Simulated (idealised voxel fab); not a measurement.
process module | voxel ribs on slabs
cross-section cut | 290 nm wide | cells 5 nm
A cross-section is a grid of square cells, given in bands from the top down. A band is one or more rows of cells.
Each band's line starts with the height of the band's top and of its bottom, in nm. Then come its materials from left to right, each with its width in nm. One material with "throughout" fills the band from edge to edge. "air" is empty space.
Height 0 is the level under which the wafer as received is all one material. The lowest band goes on downwards, as in "0 down".
A width such as "30 to 40" changes by the same amount from each row of cells to the next, from the band's top row to its bottom row.
"no change" after a step means that no cell of the cross-section changed.
closed voids: empty space of 8 cells or more with no open way to the top, each as width x height at its distance from the left edge, in nm
after a step's settings: what the simulator itself notes on the step
overlay nm, on a step with a mask: how far to the right of its planned place the mask lay; to the left if negative
plan
1 op RECEIVE | material Si
2 op DIRECTIONAL_DEP | material SiO2 | thk nm 20
3 op DIRECTIONAL_DEP | material SiN | thk nm 15
4 op PATTERN | tone cover | mask id RIB | material resist | width nm 30 | thk nm 20 | overlay nm 0
5 op DIRECTIONAL_ETCH | etch materials SiN | depth nm 10
6 op STRIP | etch materials resist
7 op PATTERN | tone cover | mask id SLAB | material resist | width nm 60 | thk nm 20 | overlay nm 0
8 op DIRECTIONAL_ETCH | etch materials SiN | depth nm 5
9 op STRIP | etch materials resist
10 op FILL_DEP | material SiO2 | thk nm 25
11 op CMP | height nm 55
12 op DIRECTIONAL_DEP | material TiN | thk nm 5
13 op DIRECTIONAL_DEP | material aC | thk nm 15
14 op PATTERN | tone cover | mask id HEATER | material resist | width nm 40 | thk nm 30 | overlay nm 0
15 op DIRECTIONAL_ETCH | etch materials aC | depth nm 15
16 op STRIP | etch materials resist
17 op DIRECTIONAL_ETCH | etch materials TiN | depth nm 5
18 op STRIP | etch materials aC
19 op CONFORMAL_DEP | material SiN | thk nm 5
as received, after step 1
  0 down: Si throughout
  closed voids: none
first wafer at the end, as planned
  65 to 60: air 120 | SiN 50 | air 120
  60 to 55: SiN 125 | TiN 40 | SiN 125
  55 to 35: SiO2 throughout
  35 to 25: SiO2 130 | SiN 30 | SiO2 130
  25 to 20: SiO2 115 | SiN 60 | SiO2 115
  20 to 0: SiO2 throughout
  0 down: Si throughout
  closed voids: none
second wafer at the end: like start, like plan, one mistake
  65 to 60: air 120 | SiN 50 | air 120
  60 to 55: SiN 125 | TiN 40 | SiN 125
  55 to 50: SiO2 throughout
  50 to 40: SiO2 130 | SiN 30 | SiO2 130
  40 to 35: SiO2 115 | SiN 60 | SiO2 115
  35 to 20: SiN throughout
  20 to 0: SiO2 throughout
  0 down: Si throughout
  closed voids: none
what went wrong: step 3 was run twice
at the end the second wafer has, in cells: 174 more of SiN | 174 fewer of SiO2
